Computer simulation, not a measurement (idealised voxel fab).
The following process module bears the name voxel ribs on slabs.
For reference, the cross-section in this document is cut, with width 155 nm and square cells of 5 nm.
When this document writes out a cross-section, it uses a grid of square cells and lists it as bands, beginning at the top and moving down, with a band standing for one or more rows of cells. Top, bottom (nm), then materials left to right with widths (nm); lone material tagged "throughout" fills the whole band edge to edge; "blank" = empty space. Height is counted from the level 0, under which the received wafer is composed throughout of one material. The lowest of the bands is not closed at the bottom but continues downward, in the notation "0 and below". Think of "30..40" as a width that walks from the first number to the second as you go down the band, top row to bottom row, taking equal-sized steps from row to row. You'll sometimes find "no modification" written for a step, and that's the way of saying that nowhere in the cross-section did a cell change during that step. The entry titled "Closed void list" provides the empty spaces that have no open way to the top, restricted to those of 8 cells or more. Each is presented as width x height at distance, the distance being measured from the left edge, with all three in nm. Anything after a step's settings on that line? It's the simulator's own note about the step. Each step line may optionally specify "overlay nm", which for a step with a mask gives the rightward distance between the mask's planned place and where it lay, a negative value indicating the leftward direction.
So here's the lineup of process steps we planned:
- 1: RECEIVE (material Si)
- 2: DIRECTIONAL_DEP (material SiO2; thk nm 30)
- 3: DIRECTIONAL_DEP (material SiN; thk nm 20)
- 4: MASKED_ETCH (tone cover; mask id RIB; width nm 20; etch materials SiN; depth nm 15; overlay nm 0)
- 5: MASKED_ETCH (tone cover; mask id SLAB; width nm 50; etch materials SiN; depth nm 5; overlay nm 0)
- 6: FILL_DEP (material SiO2; thk nm 25)
- 7: CMP (height nm 65)
- 8: DIRECTIONAL_DEP (material TiN; thk nm 10)
- 9: PATTERN (tone cover; mask id HEATER; material resist; width nm 30; thk nm 20; overlay nm 0)
- 10: DIRECTIONAL_ETCH (etch materials TiN; depth nm 10)
- 11: STRIP (etch materials resist)
- 12: CONFORMAL_DEP (material SiO2; thk nm 10)
Here's what the wafer looked like in cross-section when it arrived - that's after step 1:
> 0 and below = Si throughout
> Closed void list: none
Looking at the first of two wafers in cross-section at end of module - ran to plan:
> 85 down to 75 = 50 blank, 50 SiO2, 55 blank
> 75 down to 65 = 60 SiO2, 30 TiN, 65 SiO2
> 65 down to 50 = SiO2 throughout
> 50 down to 35 = 65 SiO2, 20 SiN, 70 SiO2
> 35 down to 30 = 50 SiO2, 50 SiN, 55 SiO2
> 30 down to 0 = SiO2 throughout
> 0 and below = Si throughout
> Closed void list: none
Cross-section at end of module for the second wafer of two, which matched the first in starting point and plan and differed by one mistake in its processing:
> 85 down to 80 = 50 blank, 50 SiO2, 55 blank
> 80 down to 75 = SiO2 throughout
> 75 down to 70 = 60 SiO2, 30 TiN, 65 SiO2
> 70 down to 65 = TiN throughout
> 65 down to 50 = SiO2 throughout
> 50 down to 35 = 65 SiO2, 20 SiN, 70 SiO2
> 35 down to 30 = 50 SiO2, 50 SiN, 55 SiO2
> 30 down to 0 = SiO2 throughout
> 0 and below = Si throughout
> Closed void list: none
It is concluded that the wafer was processed incorrectly with respect to the plan, in that step 10: run off-plan, actual operation and settings DIRECTIONAL_ETCH (etch materials TiN; depth nm 5)
Final tally in cells, some materials are higher or lower on the second wafer than on the first: SiO2: 4 fewer | TiN: 25 more
